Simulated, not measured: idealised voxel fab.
process module | voxel wiring stack
cross-section cut | 210 nm wide | cells 5 nm
A cross-section is a grid of square cells, given in bands from the top down. A band is one or more rows of cells.
Each band's line starts with the height of the band's top and of its bottom, in nm. Then come its materials from left to right, each with its width in nm. One material with "throughout" fills the band from edge to edge. "air" is empty space.
Height 0 is the level under which the wafer as received is all one material. The lowest band goes on downwards, as in "0 down".
A width such as "30 to 40" changes by the same amount from each row of cells to the next, from the band's top row to its bottom row.
"no change" after a step means that no cell of the cross-section changed.
closed voids: empty space of 8 cells or more with no open way to the top, each as width x height at its distance from the left edge, in nm
after a step's settings: what the simulator itself notes on the step
overlay nm, on a step with a mask: how far to the right of its planned place the mask lay; to the left if negative
plan
1 op RECEIVE | material Si
2 op CONFORMAL_DEP | material SiO2 | thk nm 10
3 op DIRECTIONAL_DEP | material TiN | thk nm 5
4 op DIRECTIONAL_DEP | material W | thk nm 25
5 op PATTERN | tone cover | mask id METAL_1 | material resist | width nm 30 | pitch nm 55 | thk nm 15 | overlay nm 0
6 op DIRECTIONAL_ETCH | etch materials W | depth nm 25
7 op DIRECTIONAL_ETCH | etch materials TiN | depth nm 5
8 op STRIP | etch materials resist
9 op FILL_DEP | material lowk | thk nm 5
10 op CMP | height nm 40
11 op CONFORMAL_DEP | material SiCN | thk nm 5
12 op DIRECTIONAL_DEP | material lowk | thk nm 10
13 op DIRECTIONAL_DEP | material aC | thk nm 15
14 op PATTERN | tone open | mask id PLUG_1 | material resist | width nm 15 | pitch nm 55 | thk nm 30 | overlay nm 0
15 op DIRECTIONAL_ETCH | etch materials aC | depth nm 15
16 op STRIP | etch materials resist
17 op DIRECTIONAL_ETCH | etch materials lowk | depth nm 10
18 op DIRECTIONAL_ETCH | etch materials SiCN | depth nm 5
19 op STRIP | etch materials aC
20 op EPI | material Ru | thk nm 10
21 op EPI | material Ru | thk nm 5
22 op CONFORMAL_DEP | material SiCN | thk nm 5
23 op DIRECTIONAL_DEP | material SiO2 | thk nm 25
24 op DIRECTIONAL_DEP | material aC | thk nm 10
25 op PATTERN | tone open | mask id METAL_2 | material resist | width nm 30 | pitch nm 55 | thk nm 25 | overlay nm 0
26 op DIRECTIONAL_ETCH | etch materials aC | depth nm 10
27 op STRIP | etch materials resist
28 op DIRECTIONAL_ETCH | etch materials SiO2 | depth nm 25
29 op DIRECTIONAL_ETCH | etch materials SiCN | depth nm 5
30 op STRIP | etch materials aC
31 op CONFORMAL_DEP | material TiN | thk nm 5
32 op FILL_DEP | material W | thk nm 5
33 op CMP | height nm 85
34 op CONFORMAL_DEP | material SiN | thk nm 5
as received, after step 1
  0 down: Si throughout
  closed voids: none
first wafer at the end, as planned
  90 to 85: SiN throughout
  85 to 60: SiO2 35 | TiN 5 | W 20 | TiN 5 | SiO2 25 | TiN 5 | W 20 | TiN 5 | SiO2 25 | TiN 5 | W 20 | TiN 5 | SiO2 35
  60 to 55: SiCN 35 | TiN 30 | SiCN 25 | TiN 30 | SiCN 25 | TiN 30 | SiCN 35
  55 to 45: lowk 35 | Ru 15 | lowk 40 | Ru 15 | lowk 40 | Ru 15 | lowk 50
  45 to 40: SiCN 35 | Ru 15 | SiCN 40 | Ru 15 | SiCN 40 | Ru 15 | SiCN 50
  40 to 15: lowk 35 | W 30 | lowk 25 | W 30 | lowk 25 | W 30 | lowk 35
  15 to 10: lowk 35 | TiN 30 | lowk 25 | TiN 30 | lowk 25 | TiN 30 | lowk 35
  10 to 0: SiO2 throughout
  0 down: Si throughout
  closed voids: none
second wafer at the end: like start, like plan, one mistake
  90 to 85: SiN throughout
  85 to 60: SiO2 35 | TiN 5 | W 20 | TiN 5 | SiO2 25 | TiN 5 | W 20 | TiN 5 | SiO2 25 | TiN 5 | W 20 | TiN 5 | SiO2 35
  60 to 55: SiCN 35 | TiN 30 | SiCN 25 | TiN 30 | SiCN 25 | TiN 30 | SiCN 35
  55 to 45: lowk 35 | Ru 15 | lowk 40 | Ru 15 | lowk 40 | Ru 15 | lowk 50
  45 to 40: SiCN 35 | Ru 15 | SiCN 40 | Ru 15 | SiCN 40 | Ru 15 | SiCN 50
  40 to 15: lowk 30 | W 40 | lowk 15 | W 40 | lowk 15 | W 40 | lowk 30
  15 to 10: lowk 30 | TiN 40 | lowk 15 | TiN 40 | lowk 15 | TiN 40 | lowk 30
  10 to 0: SiO2 throughout
  0 down: Si throughout
  closed voids: none
what went wrong: step 5 ran as: op PATTERN | tone cover | mask id METAL_1 | material resist | width nm 40 | pitch nm 55 | thk nm 15 | overlay nm 0
at the end the second wafer has, in cells: 6 more of TiN | 30 more of W | 36 fewer of lowk
